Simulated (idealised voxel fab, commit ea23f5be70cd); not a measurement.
Name of the process module below: voxel quadruple lines
In the cross-section labelled cut, the width is 270 nm and each square cell is 5 nm.
In this document a cross-section is written as a grid of square cells. It is given as a series of bands, listed from the top down, and a band is one or more rows of cells.
This entry defines a band. It first specifies the height of the band's top and the height of its bottom in nm, and then specifies the band's materials from left to right, stating each material with its width in nm. The word "all across" identifies a single material that fills the band from edge to edge, while the word "blank" identifies empty space.
Zero point of the height axis is 0; under it, received wafer = one material. Lowest band: continues down indefinitely, "0 and below".
The width entry "30..40" should be interpreted row by row: the top row of cells in the band takes the first number, the bottom row takes the second number, and the change between adjacent rows is uniform throughout.
"everything unchanged" after a step means that no cell of the cross-section changed.
The entry titled "Sealed cavities" provides the empty spaces that have no open way to the top, restricted to those of 8 cells or more. Each is presented as width x height at distance, the distance being measured from the left edge, with all three in nm.
If you see something after the settings on a step's line, that's the simulator's own remark about that step.
The "overlay nm" setting may appear on a step's line; for a step that uses a mask, it gives how far to the right of its planned position the mask lay, and a negative value indicates the left.

The steps planned for the process are as follows
- 1: RECEIVE (material Si)
- 2: CONFORMAL_DEP (material Al2O3; thk nm 10)
- 3: DIRECTIONAL_DEP (material TiN; thk nm 10)
- 4: DIRECTIONAL_DEP (material polySi; thk nm 15)
- 5: DIRECTIONAL_DEP (material aC; thk nm 25)
- 6: PATTERN (tone cover; mask id MANDREL; material resist; width nm 20; pitch nm 60; thk nm 30; overlay nm 0)
- 7: DIRECTIONAL_ETCH (etch materials aC; depth nm 25)
- 8: STRIP (etch materials resist)
- 9: CONFORMAL_DEP (material SiO2; thk nm 10)
- 10: DIRECTIONAL_ETCH (etch materials SiO2; depth nm 10)
- 11: STRIP (etch materials aC)
- 12: DIRECTIONAL_ETCH (etch materials polySi; depth nm 15)
- 13: STRIP (etch materials SiO2)
- 14: CONFORMAL_DEP (material SiCN; thk nm 5)
- 15: DIRECTIONAL_ETCH (etch materials SiCN; depth nm 5)
- 16: STRIP (etch materials polySi)
- 17: DIRECTIONAL_ETCH (etch materials TiN; depth nm 10)
- 18: STRIP (etch materials SiCN)

First of two wafers: run as planned

Wafer cross-section on receipt, i.e. after step 1
> 0 and below | Si all across
> Sealed cavities: none

The following cross-section depicts the wafer upon completion of step 2
> 10 down to 0 | Al2O3 all across
> Under the height 0 nothing was changed.

The following cross-section depicts the wafer upon completion of step 3
> 20 down to 10 | TiN all across
> Under the height 10 nothing was changed.

The following cross-section depicts the wafer upon completion of step 4
> 35 down to 20 | polySi all across
> Under the height 20 nothing was changed.

The following cross-section depicts the wafer upon completion of step 5
> 60 down to 35 | aC all across
> Under the height 35 nothing was changed.

The following cross-section depicts the wafer upon completion of step 6
> 90 down to 60 | blank 95, resist 20, blank 40, resist 20, blank 95
> Under the height 60 nothing was changed.

The following cross-section depicts the wafer upon completion of step 7
> 65 down to 60 | blank 95, resist 20, blank 40, resist 20, blank 95
> 60 down to 35 | blank 95, aC 20, blank 40, aC 20, blank 95
> Under the height 35 nothing was changed.

The following cross-section depicts the wafer upon completion of step 8
> 60 down to 35 | blank 95, aC 20, blank 40, aC 20, blank 95
> Under the height 35 nothing was changed.

The following cross-section depicts the wafer upon completion of step 9
> 70 down to 60 | blank 85, SiO2 40, blank 20, SiO2 40, blank 85
> 60 down to 45 | blank 85, SiO2 10, aC 20, SiO2 10, blank 20, SiO2 10, aC 20, SiO2 10, blank 85
> 45 down to 35 | SiO2 95, aC 20, SiO2 40, aC 20, SiO2 95
> Under the height 35 nothing was changed.

The following cross-section depicts the wafer upon completion of step 10
> 60 down to 35 | blank 85, SiO2 10, aC 20, SiO2 10, blank 20, SiO2 10, aC 20, SiO2 10, blank 85
> Under the height 35 nothing was changed.

The following cross-section depicts the wafer upon completion of step 11
> 60 down to 35 | blank 85, SiO2 10, blank 20, SiO2 10, blank 20, SiO2 10, blank 20, SiO2 10, blank 85
> Under the height 35 nothing was changed.

The following cross-section depicts the wafer upon completion of step 12
> 60 down to 35 | blank 85, SiO2 10, blank 20, SiO2 10, blank 20, SiO2 10, blank 20, SiO2 10, blank 85
> 35 down to 20 | blank 85, polySi 10, blank 20, polySi 10, blank 20, polySi 10, blank 20, polySi 10, blank 85
> Under the height 20 nothing was changed.

The following cross-section depicts the wafer upon completion of step 13
> 35 down to 20 | blank 85, polySi 10, blank 20, polySi 10, blank 20, polySi 10, blank 20, polySi 10, blank 85
> Under the height 20 nothing was changed.

The following cross-section depicts the wafer upon completion of step 14
> 40 down to 35 | blank 80, SiCN 20, blank 10, SiCN 20, blank 10, SiCN 20, blank 10, SiCN 20, blank 80
> 35 down to 25 | blank 80, SiCN 5, polySi 10, SiCN 5, blank 10, SiCN 5, polySi 10, SiCN 5, blank 10, SiCN 5, polySi 10, SiCN 5, blank 10, SiCN 5, polySi 10, SiCN 5, blank 80
> 25 down to 20 | SiCN 85, polySi 10, SiCN 20, polySi 10, SiCN 20, polySi 10, SiCN 20, polySi 10, SiCN 85
> Under the height 20 nothing was changed.

The following cross-section depicts the wafer upon completion of step 15
> 35 down to 20 | blank 80, SiCN 5, polySi 10, SiCN 5, blank 10, SiCN 5, polySi 10, SiCN 5, blank 10, SiCN 5, polySi 10, SiCN 5, blank 10, SiCN 5, polySi 10, SiCN 5, blank 80
> Under the height 20 nothing was changed.

The following cross-section depicts the wafer upon completion of step 16
> 35 down to 20 | blank 80, SiCN 5, blank 10, SiCN 5, blank 10, SiCN 5, blank 10, SiCN 5, blank 10, SiCN 5, blank 10, SiCN 5, blank 10, SiCN 5, blank 10, SiCN 5, blank 80
> Under the height 20 nothing was changed.

The following cross-section depicts the wafer upon completion of step 17
> 35 down to 20 | blank 80, SiCN 5, blank 10, SiCN 5, blank 10, SiCN 5, blank 10, SiCN 5, blank 10, SiCN 5, blank 10, SiCN 5, blank 10, SiCN 5, blank 10, SiCN 5, blank 80
> 20 down to 10 | blank 80, TiN 5, blank 10, TiN 5, blank 10, TiN 5, blank 10, TiN 5, blank 10, TiN 5, blank 10, TiN 5, blank 10, TiN 5, blank 10, TiN 5, blank 80
> Under the height 10 nothing was changed.

The following cross-section depicts the wafer upon completion of step 18
> 20 down to 10 | blank 80, TiN 5, blank 10, TiN 5, blank 10, TiN 5, blank 10, TiN 5, blank 10, TiN 5, blank 10, TiN 5, blank 10, TiN 5, blank 10, TiN 5, blank 80
> Under the height 10 nothing was changed.

Second wafer, same starting state and plan as the first, one mistake in the run, identical through step 5

Second wafer at the planned finish of step 6, seen in cross-section
> 90 down to 60 | blank 100, resist 15, blank 45, resist 15, blank 95
> Under the height 60 nothing was changed.

Second wafer at the planned finish of step 7, seen in cross-section
> 65 down to 60 | blank 100, resist 15, blank 45, resist 15, blank 95
> 60 down to 35 | blank 100, aC 15, blank 45, aC 15, blank 95
> Under the height 35 nothing was changed.

Second wafer at the planned finish of step 8, seen in cross-section
> 60 down to 35 | blank 100, aC 15, blank 45, aC 15, blank 95
> Under the height 35 nothing was changed.

Second wafer at the planned finish of step 9, seen in cross-section
> 70 down to 60 | blank 90, SiO2 35, blank 25, SiO2 35, blank 85
> 60 down to 45 | blank 90, SiO2 10, aC 15, SiO2 10, blank 25, SiO2 10, aC 15, SiO2 10, blank 85
> 45 down to 35 | SiO2 100, aC 15, SiO2 45, aC 15, SiO2 95
> Under the height 35 nothing was changed.

Second wafer at the planned finish of step 10, seen in cross-section
> 60 down to 35 | blank 90, SiO2 10, aC 15, SiO2 10, blank 25, SiO2 10, aC 15, SiO2 10, blank 85
> Under the height 35 nothing was changed.

Second wafer at the planned finish of step 11, seen in cross-section
> 60 down to 35 | blank 90, SiO2 10, blank 15, SiO2 10, blank 25, SiO2 10, blank 15, SiO2 10, blank 85
> Under the height 35 nothing was changed.

Second wafer at the planned finish of step 12, seen in cross-section
> 60 down to 35 | blank 90, SiO2 10, blank 15, SiO2 10, blank 25, SiO2 10, blank 15, SiO2 10, blank 85
> 35 down to 20 | blank 90, polySi 10, blank 15, polySi 10, blank 25, polySi 10, blank 15, polySi 10, blank 85
> Under the height 20 nothing was changed.

Second wafer at the planned finish of step 13, seen in cross-section
> 35 down to 20 | blank 90, polySi 10, blank 15, polySi 10, blank 25, polySi 10, blank 15, polySi 10, blank 85
> Under the height 20 nothing was changed.

Second wafer at the planned finish of step 14, seen in cross-section
> 40 down to 35 | blank 85, SiCN 20, blank 5, SiCN 20, blank 15, SiCN 20, blank 5, SiCN 20, blank 80
> 35 down to 25 | blank 85, SiCN 5, polySi 10, SiCN 5, blank 5, SiCN 5, polySi 10, SiCN 5, blank 15, SiCN 5, polySi 10, SiCN 5, blank 5, SiCN 5, polySi 10, SiCN 5, blank 80
> 25 down to 20 | SiCN 90, polySi 10, SiCN 15, polySi 10, SiCN 25, polySi 10, SiCN 15, polySi 10, SiCN 85
> Under the height 20 nothing was changed.

Second wafer at the planned finish of step 15, seen in cross-section
> 35 down to 20 | blank 85, SiCN 5, polySi 10, SiCN 5, blank 5, SiCN 5, polySi 10, SiCN 5, blank 15, SiCN 5, polySi 10, SiCN 5, blank 5, SiCN 5, polySi 10, SiCN 5, blank 80
> Under the height 20 nothing was changed.

Second wafer at the planned finish of step 16, seen in cross-section
> 35 down to 20 | blank 85, SiCN 5, blank 10, SiCN 5, blank 5, SiCN 5, blank 10, SiCN 5, blank 15, SiCN 5, blank 10, SiCN 5, blank 5, SiCN 5, blank 10, SiCN 5, blank 80
> Under the height 20 nothing was changed.

Second wafer at the planned finish of step 17, seen in cross-section
> 35 down to 20 | blank 85, SiCN 5, blank 10, SiCN 5, blank 5, SiCN 5, blank 10, SiCN 5, blank 15, SiCN 5, blank 10, SiCN 5, blank 5, SiCN 5, blank 10, SiCN 5, blank 80
> 20 down to 10 | blank 85, TiN 5, blank 10, TiN 5, blank 5, TiN 5, blank 10, TiN 5, blank 15, TiN 5, blank 10, TiN 5, blank 5, TiN 5, blank 10, TiN 5, blank 80
> Under the height 10 nothing was changed.

Second wafer at the planned finish of step 18, seen in cross-section
> 20 down to 10 | blank 85, TiN 5, blank 10, TiN 5, blank 5, TiN 5, blank 10, TiN 5, blank 15, TiN 5, blank 10, TiN 5, blank 5, TiN 5, blank 10, TiN 5, blank 80
> Under the height 10 nothing was changed.
Deviation from plan: step 6 was not run as planned; what actually ran was PATTERN (tone cover; mask id MANDREL; material resist; width nm 15; pitch nm 60; thk nm 30; overlay nm 0)
End check, second vs first wafer: material counts in cells match, positions do not.
